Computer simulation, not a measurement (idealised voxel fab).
The process module that follows is named voxel ribs on slabs.
Section cut is 280 nm wide and gridded with 5 nm square cells.
This document writes a cross-section as a grid whose cells are square, and gives it as bands, listed from the top down; one or more rows of cells form a band.
The band entry comprises the height of the band's top followed by the height of its bottom, expressed in nm, and subsequently the band's materials from left to right, each stated together with its width in nm. Where a single material is marked with the word "all across", that material fills the band from edge to edge. The word "empty" represents empty space.
Height datum 0, below which the as-received substrate wafer is one material. Lowest band open at the bottom, running downward: "0 and below".
The two numbers in a width such as "30 to 40" mark its ends across the band: the first belongs to the top row of cells, the second to the bottom row, and from each row to the next the width moves by the same amount.
Step note "everything unchanged" = no cross-section cell changed.
So "Sealed cavities" is basically the list of trapped voids: any empty space of 8 cells or more that can't reach the top through an opening. They're written width x height at distance, the distance being from the left edge, and it's all nm.
Step line, after settings: the simulator's comment on this step.
Steps that use a mask can have "overlay nm" on their line. It says how far the mask sat to the right of where it was meant to be. Negative means to the left.

Planned process steps:
1) RECEIVE | material Si
2) DIRECTIONAL_DEP | material SiO2 | thk nm 30
3) DIRECTIONAL_DEP | material polySi | thk nm 20
4) DIRECTIONAL_DEP | material aC | thk nm 15
5) PATTERN | tone cover | mask id RIB | material resist | width nm 30 | thk nm 30 | overlay nm 0
6) DIRECTIONAL_ETCH | etch materials aC | depth nm 15
7) STRIP | etch materials resist
8) DIRECTIONAL_ETCH | etch materials polySi | depth nm 15
9) STRIP | etch materials aC
10) DIRECTIONAL_DEP | material aC | thk nm 15
11) PATTERN | tone cover | mask id SLAB | material resist | width nm 60 | thk nm 30 | overlay nm 0
12) DIRECTIONAL_ETCH | etch materials aC | depth nm 15
13) STRIP | etch materials resist
14) DIRECTIONAL_ETCH | etch materials polySi | depth nm 5
15) STRIP | etch materials aC
16) FILL_DEP | material SiO2 | thk nm 30
17) CMP | height nm 70
18) DIRECTIONAL_DEP | material TiN | thk nm 10
19) DIRECTIONAL_DEP | material aC | thk nm 15
20) PATTERN | tone cover | mask id HEATER | material resist | width nm 40 | thk nm 35 | overlay nm 0
21) DIRECTIONAL_ETCH | etch materials aC | depth nm 15
22) STRIP | etch materials resist
23) DIRECTIONAL_ETCH | etch materials TiN | depth nm 10
24) STRIP | etch materials aC
25) CONFORMAL_DEP | material SiO2 | thk nm 5
Split variable: width nm, step 11. Plan value = first wafer. Wafers start alike.

The first of several wafers, as received after step 1, seen in section:
    0 and below: Si all across
    Sealed cavities: none

Cross-section of the first of several wafers once the module has run through its last step, step 25:
    85 down to 80: 115 of empty; 50 of SiO2; 115 of empty
    80 down to 75: 115 of empty; 5 of SiO2; 40 of TiN; 5 of SiO2; 115 of empty
    75 down to 70: 120 of SiO2; 40 of TiN; 120 of SiO2
    70 down to 50: SiO2 all across
    50 down to 35: 125 of SiO2; 30 of polySi; 125 of SiO2
    35 down to 30: 110 of SiO2; 60 of polySi; 110 of SiO2
    30 down to 0: SiO2 all across
    0 and below: Si all across
    Sealed cavities: none

End of module: cross-section, last of several wafers:
    85 down to 80: 115 of empty; 50 of SiO2; 115 of empty
    80 down to 75: 115 of empty; 5 of SiO2; 40 of TiN; 5 of SiO2; 115 of empty
    75 down to 70: 120 of SiO2; 40 of TiN; 120 of SiO2
    70 down to 50: SiO2 all across
    50 down to 35: 125 of SiO2; 30 of polySi; 125 of SiO2
    35 down to 30: 100 of SiO2; 85 of polySi; 95 of SiO2
    30 down to 0: SiO2 all across
    0 and below: Si all across
    Sealed cavities: none

Take any row and you have a wafer at the end of the module: how many cells of each material it has gained (+) or lost (-) since it was received, and then its closed voids:
width nm 60; +814 SiO2; +16 TiN; +30 polySi; Sealed cavities: none
width nm 65; +813 SiO2; +16 TiN; +31 polySi; Sealed cavities: none
width nm 70; +812 SiO2; +16 TiN; +32 polySi; Sealed cavities: none
width nm 75; +811 SiO2; +16 TiN; +33 polySi; Sealed cavities: none
width nm 80; +810 SiO2; +16 TiN; +34 polySi; Sealed cavities: none
width nm 85; +809 SiO2; +16 TiN; +35 polySi; Sealed cavities: none
